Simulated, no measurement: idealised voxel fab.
process module | voxel wiring stack
cross-section cut | 200 nm wide | cells 5 nm
A cross-section is a grid of square cells, given in bands from the top down. A band is one or more rows of cells.
Each band's line starts with the height of the band's top and of its bottom, in nm. Then come its materials from left to right, each with its width in nm. One material with "throughout" fills the band from edge to edge. "air" is empty space.
Height 0 is the level under which the wafer as received is all one material. The lowest band goes on downwards, as in "0 down".
A width such as "30 to 40" changes by the same amount from each row of cells to the next, from the band's top row to its bottom row.
"no change" after a step means that no cell of the cross-section changed.
closed voids: empty space of 8 cells or more with no open way to the top, each as width x height at its distance from the left edge, in nm
after a step's settings: what the simulator itself notes on the step
overlay nm, on a step with a mask: how far to the right of its planned place the mask lay; to the left if negative
plan
1 op RECEIVE | material Si
2 op CONFORMAL_DEP | material SiO2 | thk nm 15
3 op CONFORMAL_DEP | material SiN | thk nm 5
4 op DIRECTIONAL_DEP | material lowk | thk nm 25
5 op DIRECTIONAL_DEP | material aC | thk nm 10
6 op PATTERN | tone open | mask id METAL_1 | material resist | width nm 25 | pitch nm 45 | thk nm 30 | overlay nm 0
7 op DIRECTIONAL_ETCH | etch materials aC | depth nm 10
8 op STRIP | etch materials resist
9 op DIRECTIONAL_ETCH | etch materials lowk | depth nm 25
10 op DIRECTIONAL_ETCH | etch materials SiN | depth nm 5
11 op STRIP | etch materials aC
12 op CONFORMAL_DEP | material TiN | thk nm 5
13 op FILL_DEP | material Ru | thk nm 5
14 op CMP | height nm 45
15 op CONFORMAL_DEP | material SiCN | thk nm 5
16 op DIRECTIONAL_DEP | material SiO2 | thk nm 15
17 op MASKED_ETCH | tone open | mask id PLUG_1 | width nm 15 | pitch nm 45 | etch materials SiO2 | depth nm 15 | overlay nm 0
18 op MASKED_ETCH | tone open | mask id PLUG_1 | width nm 15 | pitch nm 45 | etch materials SiCN | depth nm 5 | overlay nm 0
19 op EPI | material Ru | thk nm 10
20 op EPI | material Ru | thk nm 10
21 op CONFORMAL_DEP | material SiN | thk nm 5
22 op DIRECTIONAL_DEP | material lowk | thk nm 20
23 op MASKED_ETCH | tone open | mask id METAL_2 | width nm 25 | pitch nm 45 | etch materials lowk | depth nm 20 | overlay nm 0
24 op MASKED_ETCH | tone open | mask id METAL_2 | width nm 25 | pitch nm 45 | etch materials SiN | depth nm 5 | overlay nm 0
25 op CONFORMAL_DEP | material TiN | thk nm 5
26 op FILL_DEP | material Ru | thk nm 10
27 op CMP | height nm 90
28 op CONFORMAL_DEP | material SiCN | thk nm 5
29 op DIRECTIONAL_DEP | material SiO2 | thk nm 10
30 op MASKED_ETCH | tone open | mask id PLUG_2 | width nm 15 | etch materials SiO2 | depth nm 10 | overlay nm 0
31 op MASKED_ETCH | tone open | mask id PLUG_2 | width nm 15 | etch materials SiCN | depth nm 5 | overlay nm 0
32 op EPI | material Ru | thk nm 10
33 op EPI | material Ru | thk nm 5
34 op CONFORMAL_DEP | material SiN | thk nm 5
35 op DIRECTIONAL_DEP | material lowk | thk nm 20
36 op DIRECTIONAL_DEP | material aC | thk nm 15
37 op PATTERN | tone open | mask id METAL_3 | material resist | width nm 25 | pitch nm 45 | thk nm 30 | overlay nm 0
38 op DIRECTIONAL_ETCH | etch materials aC | depth nm 15
39 op STRIP | etch materials resist
40 op DIRECTIONAL_ETCH | etch materials lowk | depth nm 20
41 op DIRECTIONAL_ETCH | etch materials SiN | depth nm 5
42 op STRIP | etch materials aC
43 op CONFORMAL_DEP | material TiN | thk nm 5
44 op FILL_DEP | material Ru | thk nm 5
45 op CMP | height nm 130
46 op CONFORMAL_DEP | material SiCN | thk nm 5
as received, after step 1
  0 down: Si throughout
  closed voids: none
a wafer at the end: this start, this plan, one mistake
  135 to 130: SiCN throughout
  130 to 110: lowk 65 | TiN 5 | Ru 15 | TiN 5 | lowk 20 | TiN 5 | Ru 15 | TiN 5 | lowk 65
  110 to 105: SiN 65 | TiN 25 | SiN 20 | TiN 25 | SiN 65
  105 to 95: SiO2 65 | Ru 15 | SiO2 120
  95 to 90: SiCN 65 | Ru 15 | SiCN 120
  90 to 70: lowk 65 | TiN 5 | Ru 15 | TiN 5 | lowk 20 | TiN 5 | Ru 15 | TiN 5 | lowk 65
  70 to 65: SiN 65 | TiN 25 | SiN 20 | TiN 25 | SiN 65
  65 to 50: SiO2 65 | Ru 20 | SiO2 25 | Ru 20 | SiO2 70
  50 to 45: SiCN 65 | Ru 15 | SiCN 30 | Ru 15 | SiCN 75
  45 to 20: lowk 65 | TiN 5 | Ru 15 | TiN 5 | lowk 20 | TiN 5 | Ru 15 | TiN 5 | lowk 65
  20 to 15: SiN 65 | TiN 25 | SiN 20 | TiN 25 | SiN 65
  15 to 0: SiO2 throughout
  0 down: Si throughout
  closed voids: none
what went wrong: step 17 ran as: op MASKED_ETCH | tone open | mask id PLUG_1 | width nm 20 | pitch nm 45 | etch materials SiO2 | depth nm 15 | overlay nm 0
